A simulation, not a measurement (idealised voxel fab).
The process module that follows is named voxel trench capacitor.
Square cells of 5 nm make up the cross-section cut, whose width is 205 nm.
Throughout this document, each cross-section is represented as a grid of square cells and is presented as a sequence of bands enumerated from the top downward, where a band comprises one or more rows of cells.
Read a band's entry like this: the first values are the height of its top and the height of its bottom in nm, and what follows is the sequence of materials from left to right, each with its width in nm. Note that "empty" is empty space, and that a single material marked "throughout" reaches across the band from edge to edge.
Height datum 0, below which the as-received substrate wafer is one material. Lowest band open at the bottom, running downward: "top 0, no bottom".
Per-row width for "30 to 40": begins at first number (top row of band), ends at second number (bottom row), increment between rows held constant.
Where the words "identical to before" appear for a step, the cross-section shows no cell changed by that step; every cell remained as before.
"Fully sealed cavities" enumerates empty spaces isolated from the top, with no open way to it, that contain at least 8 cells, giving each as width x height at distance from the left edge, all three in nm.
after a step's settings: what the simulator itself notes on the step
overlay nm: where the mask lay relative to plan, measured to the right, on steps with a mask; negatives go left.

List of planned process steps
1 RECEIVE with material Si
2 CONFORMAL_DEP with material SiN, thk nm 10
3 MASKED_ETCH with tone open, mask id TRENCH, width nm 15, pitch nm 45, etch materials SiN, depth nm 10, overlay nm 0
4 MASKED_ETCH with tone open, mask id TRENCH, width nm 25, pitch nm 45, etch materials Si, depth nm 25, overlay nm 0
5 CONFORMAL_DEP with material Al2O3, thk nm 5
6 FILL_DEP with material polySi, thk nm 5
7 CMP with height nm 10
Be aware that, although all wafers share a common starting state, the width nm at step 3 differs among them, and the plan displays the first wafer's value.

Here's the first of the wafers in cross-section, just as we got it, i.e. after step 1
> top 0, no bottom: Si throughout
> Fully sealed cavities: none

Module finished, last step 7 done: cross-section of the first of several wafers
> top 10, bottom 0: 70 SiN / 5 Al2O3 / 5 polySi / 5 Al2O3 / 30 SiN / 5 Al2O3 / 5 polySi / 5 Al2O3 / 75 SiN
> top 0, bottom -20: 70 Si / 5 Al2O3 / 5 polySi / 5 Al2O3 / 30 Si / 5 Al2O3 / 5 polySi / 5 Al2O3 / 75 Si
> top -20, bottom -25: 70 Si / 15 Al2O3 / 30 Si / 15 Al2O3 / 75 Si
> top -25, no bottom: Si throughout
> Fully sealed cavities: none

At the end of the module, the last of several wafers in cross-section
> top 10, bottom 0: 65 SiN / 5 Al2O3 / 20 to 15 polySi / 5 to 10 Al2O3 / 15 SiN / 5 Al2O3 / 20 to 15 polySi / 5 to 10 Al2O3 / 65 SiN
> top 0, bottom -20: 65 Si / 5 Al2O3 / 15 polySi / 5 Al2O3 / 20 Si / 5 Al2O3 / 15 polySi / 5 Al2O3 / 70 Si
> top -20, bottom -25: 65 Si / 25 Al2O3 / 20 Si / 25 Al2O3 / 70 Si
> top -25, no bottom: Si throughout
> Fully sealed cavities: none

Row per wafer, end-of-module: cell gain (+)/loss (-) by material since the wafer came in, then closed voids
width nm 15; +30 Al2O3; -30 Si; +70 SiN; +12 polySi; Fully sealed cavities: none
width nm 20; +32 Al2O3; -40 Si; +66 SiN; +24 polySi; Fully sealed cavities: none
width nm 25; +34 Al2O3; -50 Si; +62 SiN; +36 polySi; Fully sealed cavities: none
width nm 30; +36 Al2O3; -50 Si; +58 SiN; +38 polySi; Fully sealed cavities: none
